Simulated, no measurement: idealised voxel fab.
process module | voxel transistor to metal
cross-section cut | 185 nm wide | cells 5 nm
A cross-section is a grid of square cells, given in bands from the top down. A band is one or more rows of cells.
Each band's line starts with the height of the band's top and of its bottom, in nm. Then come its materials from left to right, each with its width in nm. One material with "throughout" fills the band from edge to edge. "air" is empty space.
Height 0 is the level under which the wafer as received is all one material. The lowest band goes on downwards, as in "0 down".
A width such as "30 to 40" changes by the same amount from each row of cells to the next, from the band's top row to its bottom row.
"no change" after a step means that no cell of the cross-section changed.
closed voids: empty space of 8 cells or more with no open way to the top, each as width x height at its distance from the left edge, in nm
after a step's settings: what the simulator itself notes on the step
overlay nm, on a step with a mask: how far to the right of its planned place the mask lay; to the left if negative
plan
1 op RECEIVE | material Si
2 op CONFORMAL_DEP | material SiO2 | thk nm 5
3 op CONFORMAL_DEP | material SiN | thk nm 10
4 op PATTERN | tone cover | mask id ACTIVE | material resist | width nm 95 | thk nm 20 | overlay nm 0
5 op DIRECTIONAL_ETCH | etch materials SiN | depth nm 10
6 op DIRECTIONAL_ETCH | etch materials SiO2 | depth nm 5
7 op DIRECTIONAL_ETCH | etch materials Si | depth nm 35
8 op STRIP | etch materials resist
9 op FILL_DEP | material SiO2 | thk nm 5
10 op CMP | height nm 15
11 op SELECTIVE_ETCH | etch materials SiO2 | depth nm 10
12 op STRIP | etch materials SiN
13 op SELECTIVE_ETCH | etch materials SiO2 | depth nm 5
14 op OXIDIZE | depth nm 5
15 op DIRECTIONAL_DEP | material polySi | thk nm 25
16 op DIRECTIONAL_DEP | material SiCN | thk nm 10
17 op DIRECTIONAL_DEP | material aC | thk nm 10
18 op PATTERN | tone cover | mask id GATE | material resist | width nm 25 | thk nm 30 | overlay nm 0
19 op DIRECTIONAL_ETCH | etch materials aC | depth nm 10
20 op STRIP | etch materials resist
21 op DIRECTIONAL_ETCH | etch materials SiCN | depth nm 20
22 op DIRECTIONAL_ETCH | etch materials polySi | depth nm 35
23 op STRIP | etch materials aC
24 op CONFORMAL_DEP | material SiN | thk nm 5
25 op DIRECTIONAL_ETCH | etch materials SiN | depth nm 5
26 op DIRECTIONAL_ETCH | etch materials SiO2 | depth nm 5
27 op DIRECTIONAL_ETCH | etch materials Si | depth nm 10
28 op EPI | material pSi | thk nm 10
29 op FILL_DEP | material SiO2 | thk nm 10
30 op CMP | height nm 25
31 op STRIP | etch materials polySi
32 op SELECTIVE_ETCH | etch materials SiO2 | depth nm 5
33 op CONFORMAL_DEP | material HfO2 | thk nm 5
34 op CONFORMAL_DEP | material TiN | thk nm 5
35 op FILL_DEP | material W | thk nm 5
36 op CMP | height nm 20
37 op DIRECTIONAL_DEP | material SiO2 | thk nm 10
38 op PATTERN | tone open | mask id CONTACT | material resist | width nm 15 | pitch nm 70 | thk nm 15 | overlay nm 0
39 op DIRECTIONAL_ETCH | etch materials SiO2 | depth nm 35
40 op STRIP | etch materials resist
41 op CONFORMAL_DEP | material TiN | thk nm 5
42 op FILL_DEP | material Ru | thk nm 5
43 op CMP | height nm 30
44 op CONFORMAL_DEP | material SiN | thk nm 5
45 op DIRECTIONAL_DEP | material SiO2 | thk nm 15
46 op PATTERN | tone open | mask id METAL_1 | material resist | width nm 15 | pitch nm 70 | thk nm 20 | overlay nm 0
47 op DIRECTIONAL_ETCH | etch materials SiO2 | depth nm 15
48 op DIRECTIONAL_ETCH | etch materials SiN | depth nm 5
49 op STRIP | etch materials resist
50 op CONFORMAL_DEP | material TiN | thk nm 5
51 op FILL_DEP | material Cu | thk nm 5
52 op CMP | height nm 50
53 op EPI | material Ru | thk nm 5
54 op FILL_DEP | material SiCN | thk nm 5
55 op DIRECTIONAL_DEP | material lowk | thk nm 30
56 op MASKED_ETCH | tone open | mask id METAL_2 | width nm 15 | pitch nm 70 | etch materials lowk | depth nm 20 | overlay nm 0
57 op MASKED_ETCH | tone open | mask id METAL_2_HOLES | width nm 15 | pitch nm 70 | etch materials lowk | depth nm 10 | overlay nm 0
58 op MASKED_ETCH | tone open | mask id METAL_2_HOLES | width nm 15 | pitch nm 70 | etch materials SiCN | depth nm 5 | overlay nm 0
59 op CONFORMAL_DEP | material TiN | thk nm 5
60 op FILL_DEP | material Cu | thk nm 5
61 op CMP | height nm 90
62 op CONFORMAL_DEP | material SiN | thk nm 5
as received, after step 1
  0 down: Si throughout
  closed voids: none
first wafer at the end, as planned
  95 to 90: SiN throughout
  90 to 60: lowk 50 | TiN 5 | Cu 5 | TiN 5 | lowk 55 | TiN 5 | Cu 5 | TiN 5 | lowk 50
  60 to 55: SiCN 50 | TiN 15 | SiCN 55 | TiN 15 | SiCN 50
  55 to 50: SiCN 45 | Ru 25 | SiCN 45 | Ru 25 | SiCN 45
  50 to 35: SiO2 50 | TiN 5 | Cu 5 | TiN 5 | SiO2 55 | TiN 5 | Cu 5 | TiN 5 | SiO2 50
  35 to 30: SiN 50 | TiN 15 | SiN 55 | TiN 15 | SiN 50
  30 to 20: SiO2 50 | TiN 5 | Ru 5 | TiN 5 | SiO2 55 | TiN 5 | Ru 5 | TiN 5 | SiO2 50
  20 to 5: SiO2 50 | TiN 5 | Ru 5 | TiN 5 | SiO2 10 | SiN 5 | HfO2 5 | TiN 5 | W 5 | TiN 5 | HfO2 5 | SiN 5 | SiO2 10 | TiN 5 | Ru 5 | TiN 5 | SiO2 50
  5 to 0: SiO2 50 | TiN 5 | Ru 5 | TiN 5 | pSi 10 | SiN 5 | HfO2 5 | TiN 15 | HfO2 5 | SiN 5 | pSi 10 | TiN 5 | Ru 5 | TiN 5 | SiO2 50
  0 to -5: SiO2 50 | TiN 15 | pSi 10 | HfO2 35 | pSi 10 | TiN 15 | SiO2 50
  -5 to -15: SiO2 45 | pSi 30 | Si 35 | pSi 30 | SiO2 45
  -15 to -35: SiO2 45 | Si 95 | SiO2 45
  -35 down: Si throughout
  closed voids: none
second wafer at the end: like start, like plan, one mistake
  95 to 90: SiN throughout
  90 to 60: lowk 50 | TiN 5 | Cu 5 | TiN 5 | lowk 55 | TiN 5 | Cu 5 | TiN 5 | lowk 50
  60 to 55: SiCN 50 | TiN 15 | SiCN 55 | TiN 15 | SiCN 50
  55 to 50: Ru throughout
  50 to 45: Cu throughout
  45 to 40: TiN 55 | Cu 5 | TiN 65 | Cu 5 | TiN 55
  40 to 35: SiO2 50 | TiN 5 | Cu 5 | TiN 5 | SiO2 55 | TiN 5 | Cu 5 | TiN 5 | SiO2 50
  35 to 30: SiN 50 | TiN 15 | SiN 55 | TiN 15 | SiN 50
  30 to 20: SiO2 50 | TiN 5 | Ru 5 | TiN 5 | SiO2 55 | TiN 5 | Ru 5 | TiN 5 | SiO2 50
  20 to 5: SiO2 50 | TiN 5 | Ru 5 | TiN 5 | SiO2 10 | SiN 5 | HfO2 5 | TiN 5 | W 5 | TiN 5 | HfO2 5 | SiN 5 | SiO2 10 | TiN 5 | Ru 5 | TiN 5 | SiO2 50
  5 to 0: SiO2 50 | TiN 5 | Ru 5 | TiN 5 | pSi 10 | SiN 5 | HfO2 5 | TiN 15 | HfO2 5 | SiN 5 | pSi 10 | TiN 5 | Ru 5 | TiN 5 | SiO2 50
  0 to -5: SiO2 50 | TiN 15 | pSi 10 | HfO2 35 | pSi 10 | TiN 15 | SiO2 50
  -5 to -15: SiO2 45 | pSi 30 | Si 35 | pSi 30 | SiO2 45
  -15 to -35: SiO2 45 | Si 95 | SiO2 45
  -35 down: Si throughout
  closed voids: none
what went wrong: step 45 ran as: op DIRECTIONAL_DEP | material SiO2 | thk nm 5
at the end the second wafer has, in cells: 35 more of Cu | 27 more of Ru | 27 fewer of SiCN | 62 fewer of SiO2 | 27 more of TiN
